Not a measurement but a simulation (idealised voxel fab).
This is a process module. Its name is voxel self aligned contacts.
Each square cell in cross-section cut measures 5 nm, and the section as a whole is 185 nm wide.
Just so we're on the same page, the cross-sections are grids of square cells, and they're listed out in bands top to bottom, each band one or more rows deep. The band entry comprises the height of the band's top followed by the height of its bottom, expressed in nm, and subsequently the band's materials from left to right, each stated together with its width in nm. Where a single material is marked with the word "everywhere", that material fills the band from edge to edge. The word "blank" represents empty space. Height reference: 0 = level under which incoming wafer is all one material. Lowest band: no bottom, runs on downward, e.g. "from 0 down". Think of "30..40" as a width that walks from the first number to the second as you go down the band, top row to bottom row, taking equal-sized steps from row to row. The designation "nothing altered", where it is given for a processing step, indicates that no cell of the cross-section was altered in the course of that step. Any empty space of 8 cells or more lacking an open way to the top shows up in "Enclosed internal cavities" as width x height at distance, distance from the left edge, in nm. Note: text after step settings on the step line = simulator remark on that step. overlay nm: step with mask; distance mask lay right of planned place; negative value = left of planned place.
The steps planned for the process are as follows
- 1: RECEIVE with material Si
- 2: CONFORMAL_DEP with material SiO2, thk nm 5
- 3: DIRECTIONAL_DEP with material polySi, thk nm 25
- 4: DIRECTIONAL_DEP with material SiN, thk nm 25
- 5: DIRECTIONAL_DEP with material aC, thk nm 15
- 6: PATTERN with tone cover, mask id GATE, material resist, width nm 30, pitch nm 75, thk nm 30, overlay nm 0
- 7: DIRECTIONAL_ETCH with etch materials aC, depth nm 15
- 8: STRIP with etch materials resist
- 9: DIRECTIONAL_ETCH with etch materials SiN, depth nm 25
- 10: DIRECTIONAL_ETCH with etch materials polySi, depth nm 25
- 11: STRIP with etch materials aC
- 12: CONFORMAL_DEP with material SiN, thk nm 10
- 13: DIRECTIONAL_ETCH with etch materials SiN, depth nm 10
- 14: FILL_DEP with material SiO2, thk nm 15
- 15: CMP with height nm 60
- 16: MASKED_ETCH with tone open, mask id CONTACT, width nm 55, etch materials SiO2, depth nm 60, overlay nm 0
- 17: CONFORMAL_DEP with material TiN, thk nm 5
- 18: FILL_DEP with material Ru, thk nm 10
- 19: CMP with height nm 60
- 20: CONFORMAL_DEP with material SiCN, thk nm 5
Wafer cross-section on receipt, i.e. after step 1
  from 0 down: Si everywhere
  Enclosed internal cavities: none
Final cross-section, module run with one mistake (start and plan as above)
  from 65 to 60: SiCN everywhere
  from 60 to 55: SiO2: 65 | TiN: 20 | Ru: 15 | TiN: 20 | SiO2: 65
  from 55 to 30: SiO2: 30 | SiN: 50 | TiN: 5 | Ru: 15 | TiN: 5 | SiN: 50 | SiO2: 30
  from 30 to 25: SiO2: 80 | TiN: 25 | SiO2: 80
  from 25 to 0: polySi everywhere
  from 0 down: Si everywhere
  Enclosed internal cavities: none
Short version of what went wrong: order of steps 2 and 3 inverted relative to the plan
